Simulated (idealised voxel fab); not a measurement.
voxel self aligned vias: a process module
The width of the displayed cross-section, cut, is 180 nm; its cells are square, with a size of 5 nm.
A cross-section in this document is a grid of square cells, and it is written down as bands, the top band listed before the ones below it; a band is made up of one or more rows of cells.
Band: top height; bottom height; in nm. Then, left to right: material with width in nm, for each material. "full width": a single material spanning edge to edge. "empty": empty space.
Heights are measured from 0, the level below which the as-received wafer is all one material; the lowest band has no bottom and continues downward, written as in "z 0 and below".
Width spec "30->40" -> top row of cells at first value, bottom row at second value, equal per-row change in between.
When a step is marked "changes: none", none of the cells in the cross-section changed during that step.
In "Listed closed voids" the enclosed voids are listed, meaning empty spaces of 8 cells or larger without any opening to the top. The form is width x height at distance, distance from the left edge, units nm.
That trailing text on a step's line, after the settings, is the simulator's own remark on the step.
On any step carrying a mask, the "overlay nm" setting, if present on the step's line, tells how far right of its planned place the mask lay; negative values point to the left.

# This section lists the process steps that were planned
1. RECEIVE with material Si
2. CONFORMAL_DEP with material SiO2, thk nm 10
3. CONFORMAL_DEP with material SiCN, thk nm 5
4. DIRECTIONAL_DEP with material lowk, thk nm 25
5. MASKED_ETCH with tone open, mask id LINES, width nm 30, pitch nm 75, etch materials lowk, depth nm 25, overlay nm 0
6. CONFORMAL_DEP with material TiN, thk nm 5
7. FILL_DEP with material Ru, thk nm 5
8. CMP with height nm 40
9. SELECTIVE_ETCH with etch materials W Ru TiN, depth nm 5
10. FILL_DEP with material SiN, thk nm 5
11. CMP with height nm 40
12. DIRECTIONAL_DEP with material lowk, thk nm 20
13. DIRECTIONAL_DEP with material aC, thk nm 15
14. PATTERN with tone open, mask id VIAS, material resist, width nm 50, pitch nm 75, thk nm 30, overlay nm 0
15. DIRECTIONAL_ETCH with etch materials aC, depth nm 15
16. STRIP with etch materials resist
17. DIRECTIONAL_ETCH with etch materials lowk, depth nm 20
18. DIRECTIONAL_ETCH with etch materials SiN, depth nm 5
19. STRIP with etch materials aC
20. CONFORMAL_DEP with material TiN, thk nm 5
21. FILL_DEP with material Ru, thk nm 5
22. CMP with height nm 60
23. CONFORMAL_DEP with material SiN, thk nm 5

# Cross-section of the wafer upon arrival, representing the state reached after step 1
	z 0 and below: Si full width
	Listed closed voids: none

# Post-module cross-section: identical start and plan to those above, one misstep in execution
	z 65 to 60: SiN full width
	z 60 to 45: 20 nm Ru  5 nm TiN  50 nm lowk  5 nm TiN  15 nm Ru  5 nm TiN  50 nm lowk  5 nm TiN  25 nm Ru
	z 45 to 40: 25 nm TiN  50 nm lowk  25 nm TiN  50 nm lowk  30 nm TiN
	z 40 to 35: 35 nm lowk  30 nm SiN  45 nm lowk  30 nm SiN  40 nm lowk
	z 35 to 20: 35 nm lowk  5 nm TiN  20 nm Ru  5 nm TiN  45 nm lowk  5 nm TiN  20 nm Ru  5 nm TiN  40 nm lowk
	z 20 to 15: 35 nm lowk  30 nm TiN  45 nm lowk  30 nm TiN  40 nm lowk
	z 15 to 10: SiCN full width
	z 10 to 0: SiO2 full width
	z 0 and below: Si full width
	Listed closed voids: none
What went wrong in running the wafer? step 14 deviated from plan and actually ran as PATTERN with tone cover, mask id VIAS, material resist, width nm 50, pitch nm 75, thk nm 30, overlay nm 0
